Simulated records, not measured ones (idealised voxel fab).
Presented below is a process module, voxel wiring stack.
Cross-section cut: width 260 nm, square cells of 5 nm.
Bands, listed from the top down, are how a cross-section gets written in this document; the cross-section itself is a grid of square cells, and a band is one or more rows of them. It is stipulated that each band's entry specify, in nanometres, the height of the top of the band and then that of its bottom, followed by the materials of the band in left-to-right sequence, each together with its width in nanometres. A single material marked by the word "full width" is understood to fill the band from edge to edge; the word "empty" is understood to denote empty space. It should be noted that heights are counted from 0, beneath which the wafer as supplied is of one material throughout, and that the lowest band possesses no lower boundary but continues downward, as written in "0 nm and below". Think of "30 to 40" as a width that walks from the first number to the second as you go down the band, top row to bottom row, taking equal-sized steps from row to row. When a step is marked "nothing was modified", none of the cells in the cross-section changed during that step. You'll see "Closed voids list" listing empty spaces that have no way open to the top, as long as they're 8 cells or more; the notation is width x height at distance, where the distance is from the left edge, and all of it is in nm. Step line, after settings: the simulator's comment on this step. Each step line may optionally specify "overlay nm", which for a step with a mask gives the rightward distance between the mask's planned place and where it lay, a negative value indicating the leftward direction.

**The planned process steps are enumerated hereunder**
1. RECEIVE | material Si
2. CONFORMAL_DEP | material SiO2 | thk nm 10
3. DIRECTIONAL_DEP | material TiN | thk nm 5
4. DIRECTIONAL_DEP | material W | thk nm 25
5. MASKED_ETCH | tone cover | mask id METAL_1 | width nm 20 | pitch nm 50 | etch materials W | depth nm 25 | overlay nm 0
6. MASKED_ETCH | tone cover | mask id METAL_1 | width nm 20 | pitch nm 50 | etch materials TiN | depth nm 5 | overlay nm 0
7. CONFORMAL_DEP | material SiN | thk nm 5
8. FILL_DEP | material lowk | thk nm 10
9. CMP | height nm 40
10. CONFORMAL_DEP | material SiCN | thk nm 5
11. DIRECTIONAL_DEP | material lowk | thk nm 15
12. MASKED_ETCH | tone open | mask id PLUG_1 | width nm 15 | pitch nm 100 | etch materials lowk | depth nm 15 | overlay nm 0
13. MASKED_ETCH | tone open | mask id PLUG_1 | width nm 15 | pitch nm 100 | etch materials SiCN | depth nm 5 | overlay nm 0
14. CONFORMAL_DEP | material TiN | thk nm 5
15. FILL_DEP | material Cu | thk nm 5
16. CMP | height nm 60
17. CONFORMAL_DEP | material SiCN | thk nm 5
18. DIRECTIONAL_DEP | material SiO2 | thk nm 25
19. DIRECTIONAL_DEP | material aC | thk nm 15
20. PATTERN | tone open | mask id METAL_2 | material resist | width nm 20 | pitch nm 50 | thk nm 30 | overlay nm 0
21. DIRECTIONAL_ETCH | etch materials aC | depth nm 15
22. STRIP | etch materials resist
23. DIRECTIONAL_ETCH | etch materials SiO2 | depth nm 25
24. DIRECTIONAL_ETCH | etch materials SiCN | depth nm 5
25. STRIP | etch materials aC
26. CONFORMAL_DEP | material TiN | thk nm 5
27. FILL_DEP | material Ru | thk nm 10
28. CMP | height nm 90
29. CONFORMAL_DEP | material SiCN | thk nm 5
30. DIRECTIONAL_DEP | material SiO2 | thk nm 20
31. MASKED_ETCH | tone open | mask id PLUG_2 | width nm 15 | pitch nm 50 | etch materials SiO2 | depth nm 20 | overlay nm 0
32. MASKED_ETCH | tone open | mask id PLUG_2 | width nm 15 | pitch nm 50 | etch materials SiCN | depth nm 5 | overlay nm 0
33. CONFORMAL_DEP | material TiN | thk nm 5
34. FILL_DEP | material W | thk nm 5
35. CMP | height nm 115
36. CONFORMAL_DEP | material SiCN | thk nm 5
37. DIRECTIONAL_DEP | material SiO2 | thk nm 20
38. PATTERN | tone open | mask id METAL_3 | material resist | width nm 20 | pitch nm 50 | thk nm 15 | overlay nm 0
39. DIRECTIONAL_ETCH | etch materials SiO2 | depth nm 20
40. DIRECTIONAL_ETCH | etch materials SiCN | depth nm 5
41. STRIP | etch materials resist
42. CONFORMAL_DEP | material TiN | thk nm 5
43. FILL_DEP | material Ru | thk nm 5
44. CMP | height nm 140
45. EPI | material Ru | thk nm 5
46. FILL_DEP | material SiCN | thk nm 5

**first wafer, as planned**

**Cross-section of the wafer as it came to us, i.e., already through step 1**
- 0 nm and below = Si full width
- Closed voids list: none

**Cross-sectional representation of the wafer at the conclusion of step 2**
- 10 nm to 0 nm = SiO2 full width
- Rest of section, below 0: as before.

**Cross-sectional representation of the wafer at the conclusion of step 3**
- 15 nm to 10 nm = TiN full width
- Rest of section, below 10: as before.

**Cross-sectional representation of the wafer at the conclusion of step 4**
- 40 nm to 15 nm = W full width
- Rest of section, below 15: as before.

**Cross-sectional representation of the wafer at the conclusion of step 5**
- 40 nm to 15 nm = empty: 70  W: 20  empty: 30  W: 20  empty: 30  W: 20  empty: 70
- Rest of section, below 15: as before.

**Cross-sectional representation of the wafer at the conclusion of step 6**
- 40 nm to 15 nm = empty: 70  W: 20  empty: 30  W: 20  empty: 30  W: 20  empty: 70
- 15 nm to 10 nm = empty: 70  TiN: 20  empty: 30  TiN: 20  empty: 30  TiN: 20  empty: 70
- Rest of section, below 10: as before.

**Cross-sectional representation of the wafer at the conclusion of step 7**
- 45 nm to 40 nm = empty: 65  SiN: 30  empty: 20  SiN: 30  empty: 20  SiN: 30  empty: 65
- 40 nm to 15 nm = empty: 65  SiN: 5  W: 20  SiN: 5  empty: 20  SiN: 5  W: 20  SiN: 5  empty: 20  SiN: 5  W: 20  SiN: 5  empty: 65
- 15 nm to 10 nm = SiN: 70  TiN: 20  SiN: 30  TiN: 20  SiN: 30  TiN: 20  SiN: 70
- Rest of section, below 10: as before.

**Cross-sectional representation of the wafer at the conclusion of step 8**
- 55 nm to 45 nm = lowk full width
- 45 nm to 40 nm = lowk: 65  SiN: 30  lowk: 20  SiN: 30  lowk: 20  SiN: 30  lowk: 65
- 40 nm to 15 nm = lowk: 65  SiN: 5  W: 20  SiN: 5  lowk: 20  SiN: 5  W: 20  SiN: 5  lowk: 20  SiN: 5  W: 20  SiN: 5  lowk: 65
- Rest of section, below 15: as before.

**Cross-sectional representation of the wafer at the conclusion of step 9**
- 40 nm to 15 nm = lowk: 65  SiN: 5  W: 20  SiN: 5  lowk: 20  SiN: 5  W: 20  SiN: 5  lowk: 20  SiN: 5  W: 20  SiN: 5  lowk: 65
- Rest of section, below 15: as before.

**Cross-sectional representation of the wafer at the conclusion of step 10**
- 45 nm to 40 nm = SiCN full width
- Rest of section, below 40: as before.

**Cross-sectional representation of the wafer at the conclusion of step 11**
- 60 nm to 45 nm = lowk full width
- Rest of section, below 45: as before.

**Cross-sectional representation of the wafer at the conclusion of step 12**
- 60 nm to 45 nm = lowk: 70  empty: 15  lowk: 85  empty: 15  lowk: 75
- Rest of section, below 45: as before.

**Cross-sectional representation of the wafer at the conclusion of step 13**
- 60 nm to 45 nm = lowk: 70  empty: 15  lowk: 85  empty: 15  lowk: 75
- 45 nm to 40 nm = SiCN: 70  empty: 15  SiCN: 85  empty: 15  SiCN: 75
- Rest of section, below 40: as before.

**Cross-sectional representation of the wafer at the conclusion of step 14**
- 65 nm to 60 nm = TiN: 75  empty: 5  TiN: 95  empty: 5  TiN: 80
- 60 nm to 45 nm = lowk: 70  TiN: 5  empty: 5  TiN: 5  lowk: 85  TiN: 5  empty: 5  TiN: 5  lowk: 75
- 45 nm to 40 nm = SiCN: 70  TiN: 15  SiCN: 85  TiN: 15  SiCN: 75
- Rest of section, below 40: as before.

**Cross-sectional representation of the wafer at the conclusion of step 15**
- 70 nm to 65 nm = Cu full width
- 65 nm to 60 nm = TiN: 75  Cu: 5  TiN: 95  Cu: 5  TiN: 80
- 60 nm to 45 nm = lowk: 70  TiN: 5  Cu: 5  TiN: 5  lowk: 85  TiN: 5  Cu: 5  TiN: 5  lowk: 75
- Rest of section, below 45: as before.

**Cross-sectional representation of the wafer at the conclusion of step 16**
- 60 nm to 45 nm = lowk: 70  TiN: 5  Cu: 5  TiN: 5  lowk: 85  TiN: 5  Cu: 5  TiN: 5  lowk: 75
- Rest of section, below 45: as before.

**Cross-sectional representation of the wafer at the conclusion of step 17**
- 65 nm to 60 nm = SiCN full width
- Rest of section, below 60: as before.

**Cross-sectional representation of the wafer at the conclusion of step 18**
- 90 nm to 65 nm = SiO2 full width
- Rest of section, below 65: as before.

**Cross-sectional representation of the wafer at the conclusion of step 19**
- 105 nm to 90 nm = aC full width
- Rest of section, below 90: as before.

**Cross-sectional representation of the wafer at the conclusion of step 20**
- 135 nm to 105 nm = resist: 70  empty: 20  resist: 30  empty: 20  resist: 30  empty: 20  resist: 70
- Rest of section, below 105: as before.

**Cross-sectional representation of the wafer at the conclusion of step 21**
- 120 nm to 105 nm = resist: 70  empty: 20  resist: 30  empty: 20  resist: 30  empty: 20  resist: 70
- 105 nm to 90 nm = aC: 70  empty: 20  aC: 30  empty: 20  aC: 30  empty: 20  aC: 70
- Rest of section, below 90: as before.

**Cross-sectional representation of the wafer at the conclusion of step 22**
- 105 nm to 90 nm = aC: 70  empty: 20  aC: 30  empty: 20  aC: 30  empty: 20  aC: 70
- Rest of section, below 90: as before.

**Cross-sectional representation of the wafer at the conclusion of step 23**
- 105 nm to 90 nm = aC: 70  empty: 20  aC: 30  empty: 20  aC: 30  empty: 20  aC: 70
- 90 nm to 65 nm = SiO2: 70  empty: 20  SiO2: 30  empty: 20  SiO2: 30  empty: 20  SiO2: 70
- Rest of section, below 65: as before.

**Cross-sectional representation of the wafer at the conclusion of step 24**
- 105 nm to 90 nm = aC: 70  empty: 20  aC: 30  empty: 20  aC: 30  empty: 20  aC: 70
- 90 nm to 65 nm = SiO2: 70  empty: 20  SiO2: 30  empty: 20  SiO2: 30  empty: 20  SiO2: 70
- 65 nm to 60 nm = SiCN: 70  empty: 20  SiCN: 30  empty: 20  SiCN: 30  empty: 20  SiCN: 70
- Rest of section, below 60: as before.

**Cross-sectional representation of the wafer at the conclusion of step 25**
- 90 nm to 65 nm = SiO2: 70  empty: 20  SiO2: 30  empty: 20  SiO2: 30  empty: 20  SiO2: 70
- Rest of section, below 65: as before.

**Cross-sectional representation of the wafer at the conclusion of step 26**
- 95 nm to 90 nm = TiN: 75  empty: 10  TiN: 40  empty: 10  TiN: 40  empty: 10  TiN: 75
- 90 nm to 65 nm = SiO2: 70  TiN: 5  empty: 10  TiN: 5  SiO2: 30  TiN: 5  empty: 10  TiN: 5  SiO2: 30  TiN: 5  empty: 10  TiN: 5  SiO2: 70
- 65 nm to 60 nm = SiCN: 70  TiN: 20  SiCN: 30  TiN: 20  SiCN: 30  TiN: 20  SiCN: 70
- Rest of section, below 60: as before.

**Cross-sectional representation of the wafer at the conclusion of step 27**
- 105 nm to 95 nm = Ru full width
- 95 nm to 90 nm = TiN: 75  Ru: 10  TiN: 40  Ru: 10  TiN: 40  Ru: 10  TiN: 75
- 90 nm to 65 nm = SiO2: 70  TiN: 5  Ru: 10  TiN: 5  SiO2: 30  TiN: 5  Ru: 10  TiN: 5  SiO2: 30  TiN: 5  Ru: 10  TiN: 5  SiO2: 70
- Rest of section, below 65: as before.

**Cross-sectional representation of the wafer at the conclusion of step 28**
- 90 nm to 65 nm = SiO2: 70  TiN: 5  Ru: 10  TiN: 5  SiO2: 30  TiN: 5  Ru: 10  TiN: 5  SiO2: 30  TiN: 5  Ru: 10  TiN: 5  SiO2: 70
- Rest of section, below 65: as before.

**Cross-sectional representation of the wafer at the conclusion of step 29**
- 95 nm to 90 nm = SiCN full width
- Rest of section, below 90: as before.

**Cross-sectional representation of the wafer at the conclusion of step 30**
- 115 nm to 95 nm = SiO2 full width
- Rest of section, below 95: as before.

**Cross-sectional representation of the wafer at the conclusion of step 31**
- 115 nm to 95 nm = SiO2: 70  empty: 15  SiO2: 35  empty: 15  SiO2: 35  empty: 15  SiO2: 75
- Rest of section, below 95: as before.

**Cross-sectional representation of the wafer at the conclusion of step 32**
- 115 nm to 95 nm = SiO2: 70  empty: 15  SiO2: 35  empty: 15  SiO2: 35  empty: 15  SiO2: 75
- 95 nm to 90 nm = SiCN: 70  empty: 15  SiCN: 35  empty: 15  SiCN: 35  empty: 15  SiCN: 75
- Rest of section, below 90: as before.

**Cross-sectional representation of the wafer at the conclusion of step 33**
- 120 nm to 115 nm = TiN: 75  empty: 5  TiN: 45  empty: 5  TiN: 45  empty: 5  TiN: 80
- 115 nm to 95 nm = SiO2: 70  TiN: 5  empty: 5  TiN: 5  SiO2: 35  TiN: 5  empty: 5  TiN: 5  SiO2: 35  TiN: 5  empty: 5  TiN: 5  SiO2: 75
- 95 nm to 90 nm = SiCN: 70  TiN: 15  SiCN: 35  TiN: 15  SiCN: 35  TiN: 15  SiCN: 75
- Rest of section, below 90: as before.

**Cross-sectional representation of the wafer at the conclusion of step 34**
- 125 nm to 120 nm = W full width
- 120 nm to 115 nm = TiN: 75  W: 5  TiN: 45  W: 5  TiN: 45  W: 5  TiN: 80
- 115 nm to 95 nm = SiO2: 70  TiN: 5  W: 5  TiN: 5  SiO2: 35  TiN: 5  W: 5  TiN: 5  SiO2: 35  TiN: 5  W: 5  TiN: 5  SiO2: 75
- Rest of section, below 95: as before.

**Cross-sectional representation of the wafer at the conclusion of step 35**
- 115 nm to 95 nm = SiO2: 70  TiN: 5  W: 5  TiN: 5  SiO2: 35  TiN: 5  W: 5  TiN: 5  SiO2: 35  TiN: 5  W: 5  TiN: 5  SiO2: 75
- Rest of section, below 95: as before.

**Cross-sectional representation of the wafer at the conclusion of step 36**
- 120 nm to 115 nm = SiCN full width
- Rest of section, below 115: as before.

**Cross-sectional representation of the wafer at the conclusion of step 37**
- 140 nm to 120 nm = SiO2 full width
- Rest of section, below 120: as before.

**Cross-sectional representation of the wafer at the conclusion of step 38**
- 155 nm to 140 nm = resist: 70  empty: 20  resist: 30  empty: 20  resist: 30  empty: 20  resist: 70
- Rest of section, below 140: as before.

**Cross-sectional representation of the wafer at the conclusion of step 39**
- 155 nm to 140 nm = resist: 70  empty: 20  resist: 30  empty: 20  resist: 30  empty: 20  resist: 70
- 140 nm to 120 nm = SiO2: 70  empty: 20  SiO2: 30  empty: 20  SiO2: 30  empty: 20  SiO2: 70
- Rest of section, below 120: as before.

**Cross-sectional representation of the wafer at the conclusion of step 40**
- 155 nm to 140 nm = resist: 70  empty: 20  resist: 30  empty: 20  resist: 30  empty: 20  resist: 70
- 140 nm to 120 nm = SiO2: 70  empty: 20  SiO2: 30  empty: 20  SiO2: 30  empty: 20  SiO2: 70
- 120 nm to 115 nm = SiCN: 70  empty: 20  SiCN: 30  empty: 20  SiCN: 30  empty: 20  SiCN: 70
- Rest of section, below 115: as before.

**Cross-sectional representation of the wafer at the conclusion of step 41**
- 140 nm to 120 nm = SiO2: 70  empty: 20  SiO2: 30  empty: 20  SiO2: 30  empty: 20  SiO2: 70
- Rest of section, below 120: as before.

**Cross-sectional representation of the wafer at the conclusion of step 42**
- 145 nm to 140 nm = TiN: 75  empty: 10  TiN: 40  empty: 10  TiN: 40  empty: 10  TiN: 75
- 140 nm to 120 nm = SiO2: 70  TiN: 5  empty: 10  TiN: 5  SiO2: 30  TiN: 5  empty: 10  TiN: 5  SiO2: 30  TiN: 5  empty: 10  TiN: 5  SiO2: 70
- 120 nm to 115 nm = SiCN: 70  TiN: 20  SiCN: 30  TiN: 20  SiCN: 30  TiN: 20  SiCN: 70
- Rest of section, below 115: as before.

**Cross-sectional representation of the wafer at the conclusion of step 43**
- 150 nm to 145 nm = Ru full width
- 145 nm to 140 nm = TiN: 75  Ru: 10  TiN: 40  Ru: 10  TiN: 40  Ru: 10  TiN: 75
- 140 nm to 120 nm = SiO2: 70  TiN: 5  Ru: 10  TiN: 5  SiO2: 30  TiN: 5  Ru: 10  TiN: 5  SiO2: 30  TiN: 5  Ru: 10  TiN: 5  SiO2: 70
- Rest of section, below 120: as before.

**Cross-sectional representation of the wafer at the conclusion of step 44**
- 140 nm to 120 nm = SiO2: 70  TiN: 5  Ru: 10  TiN: 5  SiO2: 30  TiN: 5  Ru: 10  TiN: 5  SiO2: 30  TiN: 5  Ru: 10  TiN: 5  SiO2: 70
- Rest of section, below 120: as before.

**Cross-sectional representation of the wafer at the conclusion of step 45**
- 145 nm to 140 nm = empty: 65  Ru: 30  empty: 20  Ru: 30  empty: 20  Ru: 30  empty: 65
- Rest of section, below 140: as before.

**Cross-sectional representation of the wafer at the conclusion of step 46**
- 150 nm to 145 nm = SiCN full width
- 145 nm to 140 nm = SiCN: 65  Ru: 30  SiCN: 20  Ru: 30  SiCN: 20  Ru: 30  SiCN: 65
- Rest of section, below 140: as before.

**The second wafer: identical to the first at the outset and in its planned sequence, differing only in that one mistake was made during processing; up to and including step 33, its path is the first wafer's path**

**Second wafer at the planned finish of step 34, seen in cross-section**
- 125 nm to 120 nm = SiCN full width
- 120 nm to 115 nm = TiN: 75  SiCN: 5  TiN: 45  SiCN: 5  TiN: 45  SiCN: 5  TiN: 80
- 115 nm to 95 nm = SiO2: 70  TiN: 5  SiCN: 5  TiN: 5  SiO2: 35  TiN: 5  SiCN: 5  TiN: 5  SiO2: 35  TiN: 5  SiCN: 5  TiN: 5  SiO2: 75
- Rest of section, below 95: as before.

**Second wafer at the planned finish of step 35, seen in cross-section**
- 115 nm to 95 nm = SiO2: 70  TiN: 5  SiCN: 5  TiN: 5  SiO2: 35  TiN: 5  SiCN: 5  TiN: 5  SiO2: 35  TiN: 5  SiCN: 5  TiN: 5  SiO2: 75
- Rest of section, below 95: as before.

**Second wafer at the planned finish of step 36, seen in cross-section**
- 120 nm to 115 nm = SiCN full width
- Rest of section, below 115: as before.

**Second wafer at the planned finish of step 37, seen in cross-section**
- 140 nm to 120 nm = SiO2 full width
- Rest of section, below 120: as before.

**Second wafer at the planned finish of step 38, seen in cross-section**
- 155 nm to 140 nm = resist: 70  empty: 20  resist: 30  empty: 20  resist: 30  empty: 20  resist: 70
- Rest of section, below 140: as before.

**Second wafer at the planned finish of step 39, seen in cross-section**
- 155 nm to 140 nm = resist: 70  empty: 20  resist: 30  empty: 20  resist: 30  empty: 20  resist: 70
- 140 nm to 120 nm = SiO2: 70  empty: 20  SiO2: 30  empty: 20  SiO2: 30  empty: 20  SiO2: 70
- Rest of section, below 120: as before.

**Second wafer at the planned finish of step 40, seen in cross-section**
- 155 nm to 140 nm = resist: 70  empty: 20  resist: 30  empty: 20  resist: 30  empty: 20  resist: 70
- 140 nm to 120 nm = SiO2: 70  empty: 20  SiO2: 30  empty: 20  SiO2: 30  empty: 20  SiO2: 70
- 120 nm to 115 nm = SiCN: 70  empty: 20  SiCN: 30  empty: 20  SiCN: 30  empty: 20  SiCN: 70
- Rest of section, below 115: as before.

**Second wafer at the planned finish of step 41, seen in cross-section**
- 140 nm to 120 nm = SiO2: 70  empty: 20  SiO2: 30  empty: 20  SiO2: 30  empty: 20  SiO2: 70
- Rest of section, below 120: as before.

**Second wafer at the planned finish of step 42, seen in cross-section**
- 145 nm to 140 nm = TiN: 75  empty: 10  TiN: 40  empty: 10  TiN: 40  empty: 10  TiN: 75
- 140 nm to 120 nm = SiO2: 70  TiN: 5  empty: 10  TiN: 5  SiO2: 30  TiN: 5  empty: 10  TiN: 5  SiO2: 30  TiN: 5  empty: 10  TiN: 5  SiO2: 70
- 120 nm to 115 nm = SiCN: 70  TiN: 20  SiCN: 30  TiN: 20  SiCN: 30  TiN: 20  SiCN: 70
- Rest of section, below 115: as before.

**Second wafer at the planned finish of step 43, seen in cross-section**
- 150 nm to 145 nm = Ru full width
- 145 nm to 140 nm = TiN: 75  Ru: 10  TiN: 40  Ru: 10  TiN: 40  Ru: 10  TiN: 75
- 140 nm to 120 nm = SiO2: 70  TiN: 5  Ru: 10  TiN: 5  SiO2: 30  TiN: 5  Ru: 10  TiN: 5  SiO2: 30  TiN: 5  Ru: 10  TiN: 5  SiO2: 70
- Rest of section, below 120: as before.

**Second wafer at the planned finish of step 44, seen in cross-section**
- 140 nm to 120 nm = SiO2: 70  TiN: 5  Ru: 10  TiN: 5  SiO2: 30  TiN: 5  Ru: 10  TiN: 5  SiO2: 30  TiN: 5  Ru: 10  TiN: 5  SiO2: 70
- Rest of section, below 120: as before.

**Second wafer at the planned finish of step 45, seen in cross-section**
- 145 nm to 140 nm = empty: 65  Ru: 30  empty: 20  Ru: 30  empty: 20  Ru: 30  empty: 65
- Rest of section, below 140: as before.

**Second wafer at the planned finish of step 46, seen in cross-section**
- 150 nm to 145 nm = SiCN full width
- 145 nm to 140 nm = SiCN: 65  Ru: 30  SiCN: 20  Ru: 30  SiCN: 20  Ru: 30  SiCN: 65
- Rest of section, below 140: as before.
Misprocessing identified: step 34 went in with a setting other than planned; the actual run was FILL_DEP | material SiCN | thk nm 5
Materials where the second wafer ends with more or fewer cells than the first: SiCN +12 | W -12
